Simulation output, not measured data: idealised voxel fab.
The following process module bears the name voxel transistor to metal.
The cross-section shown here is cut; it is 300 nm wide and divided into square cells measuring 5 nm on a side.
A cross-section in this document is a grid of square cells, and it is written down as bands, the top band listed before the ones below it; a band is made up of one or more rows of cells. Quick guide to a band line: top height, bottom height (nm) up front; then every material left to right with its width in nm. Only one material and it's marked "full width"? Then it fills the band edge to edge. And "blank" just means empty space. Where do heights start? At 0: under that level the wafer as delivered is made of one material only. And the lowest band has no floor; it just carries on downward, as in "0 and below". With a width like "30->40", each row of cells in the band differs from the next by the same amount, the top row carrying the first number and the bottom row the second. "no modifications" means the step left every cell of the cross-section as it was. The list in "Closed void listing" covers empty spaces of 8 cells or more that cannot reach the top through any open way, and it gives each as width x height at distance; the distance is from the left edge, and width, height and distance are in nm. Step line, after settings: the simulator's comment on this step. "overlay nm" answers the question of how far to the right of plan the mask lay on a step that has a mask, and when it is negative the answer is to the left. Each pair of cross-sections that follows straddles one process step: the one shows the state before the step, the other the state after it, down to the lowest band that changed and no further. The step in question, and its settings, are given under the pair. Note that a pair is not necessarily a continuation of the pair above it, since pairs can come from different runs of this module on the same starting wafer; it is a continuation only where its entry headed "State on entry" says so.

# State on entry
    0 and below = Si full width
    Closed void listing: none

# Post-Process View
    0 down to -5 = SiO2 full width
    Heights below -5 show no change.
    Closed void listing: none
The step that takes the structure from the upper cross-section to the lower one is OXIDIZE, depth nm 5

State on entry: starting point is the after cross-section of the pair just above.

# Post-Process View
    10 down to 0 = SiN full width
    Heights below 0 show no change.
    Closed void listing: none
The step that takes the structure from the upper cross-section to the lower one is CONFORMAL_DEP, material SiN, thk nm 10

State on entry: starting point is the after cross-section of the pair just above.

# Post-Process View
    30 down to 10 = blank (25), resist (110), blank (30), resist (110), blank (25)
    Heights below 10 show no change.
    Closed void listing: none
The step that takes the structure from the upper cross-section to the lower one is PATTERN, tone cover, mask id ACTIVE, material resist, width nm 110, pitch nm 140, thk nm 20, overlay nm 0

State on entry: starting point is the after cross-section of the pair just above.

# Post-Process View
    30 down to 10 = blank (25), resist (110), blank (30), resist (110), blank (25)
    10 down to 0 = blank (25), SiN (110), blank (30), SiN (110), blank (25)
    Heights below 0 show no change.
    Closed void listing: none
The step that takes the structure from the upper cross-section to the lower one is DIRECTIONAL_ETCH, etch materials SiN, depth nm 10

State on entry: starting point is the after cross-section of the pair just above.

# Post-Process View
    30 down to 10 = blank (25), resist (110), blank (30), resist (110), blank (25)
    10 down to 0 = blank (25), SiN (110), blank (30), SiN (110), blank (25)
    0 down to -5 = blank (25), SiO2 (110), blank (30), SiO2 (110), blank (25)
    Heights below -5 show no change.
    Closed void listing: none
The step that takes the structure from the upper cross-section to the lower one is DIRECTIONAL_ETCH, etch materials SiO2, depth nm 5

State on entry: starting point is the after cross-section of the pair just above.

# Post-Process View
    30 down to 10 = blank (25), resist (110), blank (30), resist (110), blank (25)
    10 down to 0 = blank (25), SiN (110), blank (30), SiN (110), blank (25)
    0 down to -5 = blank (25), SiO2 (110), blank (30), SiO2 (110), blank (25)
    -5 down to -25 = blank (25), Si (110), blank (30), Si (110), blank (25)
    Heights below -25 show no change.
    Closed void listing: none
The step that takes the structure from the upper cross-section to the lower one is DIRECTIONAL_ETCH, etch materials Si, depth nm 20

State on entry: starting point is the after cross-section of the pair just above.

# Post-Process View
    10 down to 0 = blank (25), SiN (110), blank (30), SiN (110), blank (25)
    Heights below 0 show no change.
    Closed void listing: none
The step that takes the structure from the upper cross-section to the lower one is STRIP, etch materials resist

State on entry: starting point is the after cross-section of the pair just above.

# Post-Process View
    20 down to 10 = SiO2 full width
    10 down to 0 = SiO2 (25), SiN (110), SiO2 (30), SiN (110), SiO2 (25)
    0 down to -5 = SiO2 full width
    -5 down to -25 = SiO2 (25), Si (110), SiO2 (30), Si (110), SiO2 (25)
    Heights below -25 show no change.
    Closed void listing: none
The step that takes the structure from the upper cross-section to the lower one is FILL_DEP, material SiO2, thk nm 10

State on entry: starting point is the after cross-section of the pair just above.

# Post-Process View
    10 down to 0 = SiO2 (25), SiN (110), SiO2 (30), SiN (110), SiO2 (25)
    Heights below 0 show no change.
    Closed void listing: none
The step that takes the structure from the upper cross-section to the lower one is CMP, height nm 10

State on entry: starting point is the after cross-section of the pair just above.

# Post-Process View
    10 down to 5 = blank (25), SiN (110), blank (30), SiN (110), blank (25)
    Heights below 5 show no change.
    Closed void listing: none
The step that takes the structure from the upper cross-section to the lower one is SELECTIVE_ETCH, etch materials SiO2, depth nm 5

State on entry: starting point is the after cross-section of the pair just above.

# Post-Process View
    5 down to 0 = SiO2 (25), blank (110), SiO2 (30), blank (110), SiO2 (25)
    Heights below 0 show no change.
    Closed void listing: none
The step that takes the structure from the upper cross-section to the lower one is STRIP, etch materials SiN

State on entry: starting point is the after cross-section of the pair just above.

# Post-Process View
    0 down to -5 = SiO2 (20), blank (120), SiO2 (20), blank (120), SiO2 (20)
    Heights below -5 show no change.
    Closed void listing: none
The step that takes the structure from the upper cross-section to the lower one is SELECTIVE_ETCH, etch materials SiO2, depth nm 5

State on entry: starting point is the after cross-section of the pair just above.

# Post-Process View
    0 down to -5 = SiO2 (20), blank (120), SiO2 (20), blank (120), SiO2 (20)
    -5 down to -10 = SiO2 full width
    Heights below -10 show no change.
    Closed void listing: none
The step that takes the structure from the upper cross-section to the lower one is OXIDIZE, depth nm 5

State on entry: starting point is the after cross-section of the pair just above.

# Post-Process View
    25 down to 20 = polySi (20), blank (120), polySi (20), blank (120), polySi (20)
    20 down to 0 = polySi full width
    0 down to -5 = SiO2 (20), polySi (120), SiO2 (20), polySi (120), SiO2 (20)
    Heights below -5 show no change.
    Closed void listing: none
The step that takes the structure from the upper cross-section to the lower one is DIRECTIONAL_DEP, material polySi, thk nm 25

State on entry: starting point is the after cross-section of the pair just above.

# Post-Process View
    35 down to 30 = SiCN (20), blank (120), SiCN (20), blank (120), SiCN (20)
    30 down to 25 = SiCN full width
    25 down to 20 = polySi (20), SiCN (120), polySi (20), SiCN (120), polySi (20)
    Heights below 20 show no change.
    Closed void listing: none
The step that takes the structure from the upper cross-section to the lower one is DIRECTIONAL_DEP, material SiCN, thk nm 10

State on entry: starting point is the after cross-section of the pair just above.

# Post-Process View
    30 down to 25 = blank (70), SiCN (20), blank (120), SiCN (20), blank (70)
    25 down to 20 = polySi (20), blank (50), SiCN (20), blank (50), polySi (20), blank (50), SiCN (20), blank (50), polySi (20)
    Heights below 20 show no change.
    Closed void listing: none
The step that takes the structure from the upper cross-section to the lower one is MASKED_ETCH, tone cover, mask id GATE, width nm 20, pitch nm 140, etch materials SiCN, depth nm 20, overlay nm 0

State on entry: starting point is the after cross-section of the pair just above.

# Post-Process View
    30 down to 20 = blank (70), SiCN (20), blank (120), SiCN (20), blank (70)
    20 down to 0 = blank (70), polySi (20), blank (120), polySi (20), blank (70)
    0 down to -5 = SiO2 (20), blank (50), polySi (20), blank (50), SiO2 (20), blank (50), polySi (20), blank (50), SiO2 (20)
    Heights below -5 show no change.
    Closed void listing: none
The step that takes the structure from the upper cross-section to the lower one is MASKED_ETCH, tone cover, mask id GATE, width nm 20, pitch nm 140, etch materials polySi, depth nm 35, overlay nm 0

State on entry: starting point is the after cross-section of the pair just above.

# Post-Process View
    35 down to 30 = blank (65), SiN (30), blank (110), SiN (30), blank (65)
    30 down to 20 = blank (65), SiN (5), SiCN (20), SiN (5), blank (110), SiN (5), SiCN (20), SiN (5), blank (65)
    20 down to 5 = blank (65), SiN (5), polySi (20), SiN (5), blank (110), SiN (5), polySi (20), SiN (5), blank (65)
    5 down to 0 = SiN (25), blank (40), SiN (5), polySi (20), SiN (5), blank (40), SiN (30), blank (40), SiN (5), polySi (20), SiN (5), blank (40), SiN (25)
    0 down to -5 = SiO2 (20), SiN (50), polySi (20), SiN (50), SiO2 (20), SiN (50), polySi (20), SiN (50), SiO2 (20)
    Heights below -5 show no change.
    Closed void listing: none
The step that takes the structure from the upper cross-section to the lower one is CONFORMAL_DEP, material SiN, thk nm 5

State on entry: starting point is the after cross-section of the pair just above.

# Post-Process View
    30 down to 20 = blank (65), SiN (5), SiCN (20), SiN (5), blank (110), SiN (5), SiCN (20), SiN (5), blank (65)
    20 down to 0 = blank (65), SiN (5), polySi (20), SiN (5), blank (110), SiN (5), polySi (20), SiN (5), blank (65)
    0 down to -5 = SiO2 (20), SiN (5), blank (40), SiN (5), polySi (20), SiN (5), blank (40), SiN (5), SiO2 (20), SiN (5), blank (40), SiN (5), polySi (20), SiN (5), blank (40), SiN (5), SiO2 (20)
    Heights below -5 show no change.
    Closed void listing: none
The step that takes the structure from the upper cross-section to the lower one is DIRECTIONAL_ETCH, etch materials SiN, depth nm 5

State on entry: starting point is the after cross-section of the pair just above.

# Post-Process View
    30 down to 20 = blank (65), SiN (5), SiCN (20), SiN (5), blank (110), SiN (5), SiCN (20), SiN (5), blank (65)
    20 down to 0 = blank (65), SiN (5), polySi (20), SiN (5), blank (110), SiN (5), polySi (20), SiN (5), blank (65)
    0 down to -5 = blank (20), SiN (5), blank (40), SiN (5), polySi (20), SiN (5), blank (40), SiN (5), blank (20), SiN (5), blank (40), SiN (5), polySi (20), SiN (5), blank (40), SiN (5), blank (20)
    -5 down to -10 = SiO2 (25), blank (40), SiO2 (30), blank (40), SiO2 (30), blank (40), SiO2 (30), blank (40), SiO2 (25)
    Heights below -10 show no change.
    Closed void listing: none
The step that takes the structure from the upper cross-section to the lower one is DIRECTIONAL_ETCH, etch materials SiO2, depth nm 5

State on entry: starting point is the after cross-section of the pair just above.

# Post-Process View
    30 down to 20 = blank (65), SiN (5), SiCN (20), SiN (5), blank (110), SiN (5), SiCN (20), SiN (5), blank (65)
    20 down to 0 = blank (65), SiN (5), polySi (20), SiN (5), blank (110), SiN (5), polySi (20), SiN (5), blank (65)
    0 down to -5 = blank (20), SiN (5), blank (40), SiN (5), polySi (20), SiN (5), blank (40), SiN (5), blank (20), SiN (5), blank (40), SiN (5), polySi (20), SiN (5), blank (40), SiN (5), blank (20)
    -5 down to -10 = SiO2 (25), blank (40), SiO2 (30), blank (40), SiO2 (30), blank (40), SiO2 (30), blank (40), SiO2 (25)
    -10 down to -25 = SiO2 (25), blank (40), Si (30), blank (40), SiO2 (30), blank (40), Si (30), blank (40), SiO2 (25)
    Heights below -25 show no change.
    Closed void listing: none
The step that takes the structure from the upper cross-section to the lower one is DIRECTIONAL_ETCH, etch materials Si, depth nm 15

State on entry: starting point is the after cross-section of the pair just above.

# Post-Process View
    30 down to 20 = blank (65), SiN (5), SiCN (20), SiN (5), blank (110), SiN (5), SiCN (20), SiN (5), blank (65)
    20 down to 5 = blank (65), SiN (5), polySi (20), SiN (5), blank (110), SiN (5), polySi (20), SiN (5), blank (65)
    5 down to 0 = blank (50), SiGe (15), SiN (5), polySi (20), SiN (5), SiGe (15), blank (80), SiGe (15), SiN (5), polySi (20), SiN (5), SiGe (15), blank (50)
    0 down to -5 = blank (20), SiN (5), blank (25), SiGe (15), SiN (5), polySi (20), SiN (5), SiGe (15), blank (25), SiN (5), blank (20), SiN (5), blank (25), SiGe (15), SiN (5), polySi (20), SiN (5), SiGe (15), blank (25), SiN (5), blank (20)
    -5 down to -10 = SiO2 (25), blank (25), SiGe (15), SiO2 (30), SiGe (15), blank (25), SiO2 (30), blank (25), SiGe (15), SiO2 (30), SiGe (15), blank (25), SiO2 (25)
    -10 down to -25 = SiO2 (25), SiGe (40), Si (30), SiGe (40), SiO2 (30), SiGe (40), Si (30), SiGe (40), SiO2 (25)
    Heights below -25 show no change.
    Closed void listing: none
The step that takes the structure from the upper cross-section to the lower one is EPI, material SiGe, thk nm 15

State on entry: starting point is the after cross-section of the pair just above.

# Post-Process View
    35 down to 30 = SiO2 full width
    30 down to 20 = SiO2 (65), SiN (5), SiCN (20), SiN (5), SiO2 (110), SiN (5), SiCN (20), SiN (5), SiO2 (65)
    20 down to 5 = SiO2 (65), SiN (5), polySi (20), SiN (5), SiO2 (110), SiN (5), polySi (20), SiN (5), SiO2 (65)
    5 down to 0 = SiO2 (50), SiGe (15), SiN (5), polySi (20), SiN (5), SiGe (15), SiO2 (80), SiGe (15), SiN (5), polySi (20), SiN (5), SiGe (15), SiO2 (50)
    0 down to -5 = SiO2 (20), SiN (5), SiO2 (25), SiGe (15), SiN (5), polySi (20), SiN (5), SiGe (15), SiO2 (25), SiN (5), SiO2 (20), SiN (5), SiO2 (25), SiGe (15), SiN (5), polySi (20), SiN (5), SiGe (15), SiO2 (25), SiN (5), SiO2 (20)
    -5 down to -10 = SiO2 (50), SiGe (15), SiO2 (30), SiGe (15), SiO2 (80), SiGe (15), SiO2 (30), SiGe (15), SiO2 (50)
    Heights below -10 show no change.
    Closed void listing: none
The step that takes the structure from the upper cross-section to the lower one is FILL_DEP, material SiO2, thk nm 5

State on entry: starting point is the after cross-section of the pair just above.

# Post-Process View
    30 down to 20 = SiO2 (65), SiN (5), SiCN (20), SiN (5), SiO2 (110), SiN (5), SiCN (20), SiN (5), SiO2 (65)
    Heights below 20 show no change.
    Closed void listing: none
The step that takes the structure from the upper cross-section to the lower one is CMP, height nm 30

State on entry: starting point is the after cross-section of the pair just above.

# Post-Process View
    45 down to 30 = SiO2 full width
    Heights below 30 show no change.
    Closed void listing: none
The step that takes the structure from the upper cross-section to the lower one is DIRECTIONAL_DEP, material SiO2, thk nm 15

State on entry: starting point is the after cross-section of the pair just above.

# Post-Process View
    45 down to 30 = SiO2 (30), blank (35), SiO2 (30), blank (35), SiO2 (40), blank (35), SiO2 (30), blank (35), SiO2 (30)
    30 down to 20 = SiO2 (30), blank (35), SiN (5), SiCN (20), SiN (5), blank (35), SiO2 (40), blank (35), SiN (5), SiCN (20), SiN (5), blank (35), SiO2 (30)
    20 down to 5 = SiO2 (30), blank (35), SiN (5), polySi (20), SiN (5), blank (35), SiO2 (40), blank (35), SiN (5), polySi (20), SiN (5), blank (35), SiO2 (30)
    5 down to 0 = SiO2 (30), blank (20), SiGe (15), SiN (5), polySi (20), SiN (5), SiGe (15), blank (20), SiO2 (40), blank (20), SiGe (15), SiN (5), polySi (20), SiN (5), SiGe (15), blank (20), SiO2 (30)
    0 down to -5 = SiO2 (20), SiN (5), SiO2 (5), blank (20), SiGe (15), SiN (5), polySi (20), SiN (5), SiGe (15), blank (20), SiO2 (5), SiN (5), SiO2 (20), SiN (5), SiO2 (5), blank (20), SiGe (15), SiN (5), polySi (20), SiN (5), SiGe (15), blank (20), SiO2 (5), SiN (5), SiO2 (20)
    -5 down to -10 = SiO2 (30), blank (20), SiGe (15), SiO2 (30), SiGe (15), blank (20), SiO2 (40), blank (20), SiGe (15), SiO2 (30), SiGe (15), blank (20), SiO2 (30)
    Heights below -10 show no change.
    Closed void listing: none
The step that takes the structure from the upper cross-section to the lower one is MASKED_ETCH, tone open, mask id CONTACT, width nm 35, etch materials SiO2, depth nm 55, overlay nm 0

State on entry: starting point is the after cross-section of the pair just above.

# Post-Process View
    50 down to 45 = TiN (35), blank (25), TiN (40), blank (25), TiN (50), blank (25), TiN (40), blank (25), TiN (35)
    45 down to 30 = SiO2 (30), TiN (5), blank (25), TiN (5), SiO2 (30), TiN (5), blank (25), TiN (5), SiO2 (40), TiN (5), blank (25), TiN (5), SiO2 (30), TiN (5), blank (25), TiN (5), SiO2 (30)
    30 down to 20 = SiO2 (30), TiN (5), blank (25), TiN (5), SiN (5), SiCN (20), SiN (5), TiN (5), blank (25), TiN (5), SiO2 (40), TiN (5), blank (25), TiN (5), SiN (5), SiCN (20), SiN (5), TiN (5), blank (25), TiN (5), SiO2 (30)
    20 down to 10 = SiO2 (30), TiN (5), blank (25), TiN (5), SiN (5), polySi (20), SiN (5), TiN (5), blank (25), TiN (5), SiO2 (40), TiN (5), blank (25), TiN (5), SiN (5), polySi (20), SiN (5), TiN (5), blank (25), TiN (5), SiO2 (30)
    10 down to 5 = SiO2 (30), TiN (5), blank (10), TiN (20), SiN (5), polySi (20), SiN (5), TiN (20), blank (10), TiN (5), SiO2 (40), TiN (5), blank (10), TiN (20), SiN (5), polySi (20), SiN (5), TiN (20), blank (10), TiN (5), SiO2 (30)
    5 down to 0 = SiO2 (30), TiN (5), blank (10), TiN (5), SiGe (15), SiN (5), polySi (20), SiN (5), SiGe (15), TiN (5), blank (10), TiN (5), SiO2 (40), TiN (5), blank (10), TiN (5), SiGe (15), SiN (5), polySi (20), SiN (5), SiGe (15), TiN (5), blank (10), TiN (5), SiO2 (30)
    0 down to -5 = SiO2 (20), SiN (5), SiO2 (5), TiN (5), blank (10), TiN (5), SiGe (15), SiN (5), polySi (20), SiN (5), SiGe (15), TiN (5), blank (10), TiN (5), SiO2 (5), SiN (5), SiO2 (20), SiN (5), SiO2 (5), TiN (5), blank (10), TiN (5), SiGe (15), SiN (5), polySi (20), SiN (5), SiGe (15), TiN (5), blank (10), TiN (5), SiO2 (5), SiN (5), SiO2 (20)
    -5 down to -10 = SiO2 (30), TiN (20), SiGe (15), SiO2 (30), SiGe (15), TiN (20), SiO2 (40), TiN (20), SiGe (15), SiO2 (30), SiGe (15), TiN (20), SiO2 (30)
    Heights below -10 show no change.
    Closed void listing: none
The step that takes the structure from the upper cross-section to the lower one is CONFORMAL_DEP, material TiN, thk nm 5

State on entry: starting point is the after cross-section of the pair just above.

# Post-Process View
    55 down to 50 = W full width
    50 down to 45 = TiN (35), W (25), TiN (40), W (25), TiN (50), W (25), TiN (40), W (25), TiN (35)
    45 down to 30 = SiO2 (30), TiN (5), W (25), TiN (5), SiO2 (30), TiN (5), W (25), TiN (5), SiO2 (40), TiN (5), W (25), TiN (5), SiO2 (30), TiN (5), W (25), TiN (5), SiO2 (30)
    30 down to 20 = SiO2 (30), TiN (5), W (25), TiN (5), SiN (5), SiCN (20), SiN (5), TiN (5), W (25), TiN (5), SiO2 (40), TiN (5), W (25), TiN (5), SiN (5), SiCN (20), SiN (5), TiN (5), W (25), TiN (5), SiO2 (30)
    20 down to 10 = SiO2 (30), TiN (5), W (25), TiN (5), SiN (5), polySi (20), SiN (5), TiN (5), W (25), TiN (5), SiO2 (40), TiN (5), W (25), TiN (5), SiN (5), polySi (20), SiN (5), TiN (5), W (25), TiN (5), SiO2 (30)
    10 down to 5 = SiO2 (30), TiN (5), W (10), TiN (20), SiN (5), polySi (20), SiN (5), TiN (20), W (10), TiN (5), SiO2 (40), TiN (5), W (10), TiN (20), SiN (5), polySi (20), SiN (5), TiN (20), W (10), TiN (5), SiO2 (30)
    5 down to 0 = SiO2 (30), TiN (5), W (10), TiN (5), SiGe (15), SiN (5), polySi (20), SiN (5), SiGe (15), TiN (5), W (10), TiN (5), SiO2 (40), TiN (5), W (10), TiN (5), SiGe (15), SiN (5), polySi (20), SiN (5), SiGe (15), TiN (5), W (10), TiN (5), SiO2 (30)
    0 down to -5 = SiO2 (20), SiN (5), SiO2 (5), TiN (5), W (10), TiN (5), SiGe (15), SiN (5), polySi (20), SiN (5), SiGe (15), TiN (5), W (10), TiN (5), SiO2 (5), SiN (5), SiO2 (20), SiN (5), SiO2 (5), TiN (5), W (10), TiN (5), SiGe (15), SiN (5), polySi (20), SiN (5), SiGe (15), TiN (5), W (10), TiN (5), SiO2 (5), SiN (5), SiO2 (20)
    Heights below -5 show no change.
    Closed void listing: none
The step that takes the structure from the upper cross-section to the lower one is FILL_DEP, material W, thk nm 5

State on entry: starting point is the after cross-section of the pair just above.

# Post-Process View
    45 down to 30 = SiO2 (30), TiN (5), W (25), TiN (5), SiO2 (30), TiN (5), W (25), TiN (5), SiO2 (40), TiN (5), W (25), TiN (5), SiO2 (30), TiN (5), W (25), TiN (5), SiO2 (30)
    Heights below 30 show no change.
    Closed void listing: none
The step that takes the structure from the upper cross-section to the lower one is CMP, height nm 45

State on entry: starting point is the after cross-section of the pair just above.

# Post-Process View
    50 down to 45 = SiN full width
    Heights below 45 show no change.
    Closed void listing: none
The step that takes the structure from the upper cross-section to the lower one is CONFORMAL_DEP, material SiN, thk nm 5

State on entry: starting point is the after cross-section of the pair just above.

# Post-Process View
    75 down to 50 = lowk full width
    Heights below 50 show no change.
    Closed void listing: none
The step that takes the structure from the upper cross-section to the lower one is DIRECTIONAL_DEP, material lowk, thk nm 25

State on entry: starting point is the after cross-section of the pair just above.

# Post-Process View
    75 down to 50 = lowk (30), blank (20), lowk (60), blank (20), lowk (40), blank (20), lowk (60), blank (20), lowk (30)
    Heights below 50 show no change.
    Closed void listing: none
The step that takes the structure from the upper cross-section to the lower one is MASKED_ETCH, tone open, mask id METAL_1, width nm 20, etch materials lowk, depth nm 25, overlay nm 0

State on entry: starting point is the after cross-section of the pair just above.

# Post-Process View
    75 down to 50 = lowk (30), blank (20), lowk (60), blank (20), lowk (40), blank (20), lowk (60), blank (20), lowk (30)
    50 down to 45 = SiN (30), blank (20), SiN (60), blank (20), SiN (40), blank (20), SiN (60), blank (20), SiN (30)
    Heights below 45 show no change.
    Closed void listing: none
The step that takes the structure from the upper cross-section to the lower one is MASKED_ETCH, tone open, mask id METAL_1, width nm 20, etch materials SiN, depth nm 5, overlay nm 0

State on entry: starting point is the after cross-section of the pair just above.

# Post-Process View
    80 down to 75 = TiN (35), blank (10), TiN (70), blank (10), TiN (50), blank (10), TiN (70), blank (10), TiN (35)
    75 down to 50 = lowk (30), TiN (5), blank (10), TiN (5), lowk (60), TiN (5), blank (10), TiN (5), lowk (40), TiN (5), blank (10), TiN (5), lowk (60), TiN (5), blank (10), TiN (5), lowk (30)
    50 down to 45 = SiN (30), TiN (20), SiN (60), TiN (20), SiN (40), TiN (20), SiN (60), TiN (20), SiN (30)
    Heights below 45 show no change.
    Closed void listing: none
The step that takes the structure from the upper cross-section to the lower one is CONFORMAL_DEP, material TiN, thk nm 5

State on entry: starting point is the after cross-section of the pair just above.

# Post-Process View
    85 down to 80 = Ru full width
    80 down to 75 = TiN (35), Ru (10), TiN (70), Ru (10), TiN (50), Ru (10), TiN (70), Ru (10), TiN (35)
    75 down to 50 = lowk (30), TiN (5), Ru (10), TiN (5), lowk (60), TiN (5), Ru (10), TiN (5), lowk (40), TiN (5), Ru (10), TiN (5), lowk (60), TiN (5), Ru (10), TiN (5), lowk (30)
    Heights below 50 show no change.
    Closed void listing: none
The step that takes the structure from the upper cross-section to the lower one is FILL_DEP, material Ru, thk nm 5

State on entry: starting point is the after cross-section of the pair just above.

# Post-Process View
    75 down to 50 = lowk (30), TiN (5), Ru (10), TiN (5), lowk (60), TiN (5), Ru (10), TiN (5), lowk (40), TiN (5), Ru (10), TiN (5), lowk (60), TiN (5), Ru (10), TiN (5), lowk (30)
    Heights below 50 show no change.
    Closed void listing: none
The step that takes the structure from the upper cross-section to the lower one is CMP, height nm 75

State on entry: starting point is the after cross-section of the pair just above.

# Post-Process View
    80 down to 75 = blank (25), Ru (30), blank (50), Ru (30), blank (30), Ru (30), blank (50), Ru (30), blank (25)
    Heights below 75 show no change.
    Closed void listing: none
The step that takes the structure from the upper cross-section to the lower one is EPI, material Ru, thk nm 5

State on entry: starting point is the after cross-section of the pair just above.

# Post-Process View
    85 down to 80 = SiCN full width
    80 down to 75 = SiCN (25), Ru (30), SiCN (50), Ru (30), SiCN (30), Ru (30), SiCN (50), Ru (30), SiCN (25)
    Heights below 75 show no change.
    Closed void listing: none
The step that takes the structure from the upper cross-section to the lower one is FILL_DEP, material SiCN, thk nm 5

State on entry: starting point is the after cross-section of the pair just above.

# Post-Process View
    120 down to 85 = SiO2 full width
    Heights below 85 show no change.
    Closed void listing: none
The step that takes the structure from the upper cross-section to the lower one is DIRECTIONAL_DEP, material SiO2, thk nm 35

State on entry: starting point is the after cross-section of the pair just above.

# Post-Process View
    130 down to 120 = aC full width
    Heights below 120 show no change.
    Closed void listing: none
The step that takes the structure from the upper cross-section to the lower one is DIRECTIONAL_DEP, material aC, thk nm 10

State on entry: starting point is the after cross-section of the pair just above.

# Post-Process View
    160 down to 130 = resist (30), blank (20), resist (120), blank (20), resist (110)
    Heights below 130 show no change.
    Closed void listing: none
The step that takes the structure from the upper cross-section to the lower one is PATTERN, tone open, mask id METAL_2, material resist, width nm 20, pitch nm 140, thk nm 30, overlay nm 0

State on entry: starting point is the after cross-section of the pair just above.

# Post-Process View
    150 down to 130 = resist (30), blank (20), resist (120), blank (20), resist (110)
    130 down to 120 = aC (30), blank (20), aC (120), blank (20), aC (110)
    Heights below 120 show no change.
    Closed void listing: none
The step that takes the structure from the upper cross-section to the lower one is DIRECTIONAL_ETCH, etch materials aC, depth nm 10

State on entry: starting point is the after cross-section of the pair just above.

# Post-Process View
    130 down to 120 = aC (30), blank (20), aC (120), blank (20), aC (110)
    Heights below 120 show no change.
    Closed void listing: none
The step that takes the structure from the upper cross-section to the lower one is STRIP, etch materials resist

State on entry: starting point is the after cross-section of the pair just above.

# Post-Process View
    130 down to 120 = aC (30), blank (20), aC (120), blank (20), aC (110)
    120 down to 100 = SiO2 (30), blank (20), SiO2 (120), blank (20), SiO2 (110)
    Heights below 100 show no change.
    Closed void listing: none
The step that takes the structure from the upper cross-section to the lower one is DIRECTIONAL_ETCH, etch materials SiO2, depth nm 20

State on entry: starting point is the after cross-section of the pair just above.

# Post-Process View
    120 down to 100 = SiO2 (30), blank (20), SiO2 (120), blank (20), SiO2 (110)
    Heights below 100 show no change.
    Closed void listing: none
The step that takes the structure from the upper cross-section to the lower one is STRIP, etch materials aC

State on entry: starting point is the after cross-section of the pair just above.

# Post-Process View
    140 down to 120 = resist (30), blank (15), resist (125), blank (15), resist (115)
    120 down to 100 = SiO2 (30), blank (15), resist (5), SiO2 (120), blank (15), resist (5), SiO2 (110)
    Heights below 100 show no change.
    Closed void listing: none
The step that takes the structure from the upper cross-section to the lower one is PATTERN, tone open, mask id METAL_2_HOLES, material resist, width nm 15, pitch nm 140, thk nm 20, overlay nm 0

State on entry: starting point is the after cross-section of the pair just above.

# Post-Process View
    140 down to 120 = resist (30), blank (15), resist (125), blank (15), resist (115)
    120 down to 100 = SiO2 (30), blank (15), resist (5), SiO2 (120), blank (15), resist (5), SiO2 (110)
    100 down to 85 = SiO2 (30), blank (15), SiO2 (125), blank (15), SiO2 (115)
    Heights below 85 show no change.
    Closed void listing: none
The step that takes the structure from the upper cross-section to the lower one is DIRECTIONAL_ETCH, etch materials SiO2, depth nm 15

State on entry: starting point is the after cross-section of the pair just above.

# Post-Process View
    140 down to 120 = resist (30), blank (15), resist (125), blank (15), resist (115)
    120 down to 100 = SiO2 (30), blank (15), resist (5), SiO2 (120), blank (15), resist (5), SiO2 (110)
    100 down to 85 = SiO2 (30), blank (15), SiO2 (125), blank (15), SiO2 (115)
    85 down to 80 = SiCN (30), blank (15), SiCN (125), blank (15), SiCN (115)
    Heights below 80 show no change.
    Closed void listing: none
The step that takes the structure from the upper cross-section to the lower one is DIRECTIONAL_ETCH, etch materials SiCN, depth nm 5

State on entry: starting point is the after cross-section of the pair just above.

# Post-Process View
    120 down to 100 = SiO2 (30), blank (20), SiO2 (120), blank (20), SiO2 (110)
    Heights below 100 show no change.
    Closed void listing: none
The step that takes the structure from the upper cross-section to the lower one is STRIP, etch materials resist

State on entry: starting point is the after cross-section of the pair just above.

# Post-Process View
    125 down to 120 = TiN (35), blank (10), TiN (130), blank (10), TiN (115)
    120 down to 105 = SiO2 (30), TiN (5), blank (10), TiN (5), SiO2 (120), TiN (5), blank (10), TiN (5), SiO2 (110)
    105 down to 100 = SiO2 (30), TiN (5), blank (5), TiN (10), SiO2 (120), TiN (5), blank (5), TiN (10), SiO2 (110)
    100 down to 85 = SiO2 (30), TiN (5), blank (5), TiN (5), SiO2 (125), TiN (5), blank (5), TiN (5), SiO2 (115)
    85 down to 80 = SiCN (30), TiN (15), SiCN (125), TiN (15), SiCN (115)
    Heights below 80 show no change.
    Closed void listing: none
The step that takes the structure from the upper cross-section to the lower one is CONFORMAL_DEP, material TiN, thk nm 5

State on entry: starting point is the after cross-section of the pair just above.

# Post-Process View
    130 down to 125 = Ru full width
    125 down to 120 = TiN (35), Ru (10), TiN (130), Ru (10), TiN (115)
    120 down to 105 = SiO2 (30), TiN (5), Ru (10), TiN (5), SiO2 (120), TiN (5), Ru (10), TiN (5), SiO2 (110)
    105 down to 100 = SiO2 (30), TiN (5), Ru (5), TiN (10), SiO2 (120), TiN (5), Ru (5), TiN (10), SiO2 (110)
    100 down to 85 = SiO2 (30), TiN (5), Ru (5), TiN (5), SiO2 (125), TiN (5), Ru (5), TiN (5), SiO2 (115)
    Heights below 85 show no change.
    Closed void listing: none
The step that takes the structure from the upper cross-section to the lower one is FILL_DEP, material Ru, thk nm 5

State on entry: starting point is the after cross-section of the pair just above.

# Post-Process View
    120 down to 105 = SiO2 (30), TiN (5), Ru (10), TiN (5), SiO2 (120), TiN (5), Ru (10), TiN (5), SiO2 (110)
    Heights below 105 show no change.
    Closed void listing: none
The step that takes the structure from the upper cross-section to the lower one is CMP, height nm 120

State on entry: starting point is the after cross-section of the pair just above.

# Post-Process View
    125 down to 120 = SiCN full width
    Heights below 120 show no change.
    Closed void listing: none
The step that takes the structure from the upper cross-section to the lower one is CONFORMAL_DEP, material SiCN, thk nm 5
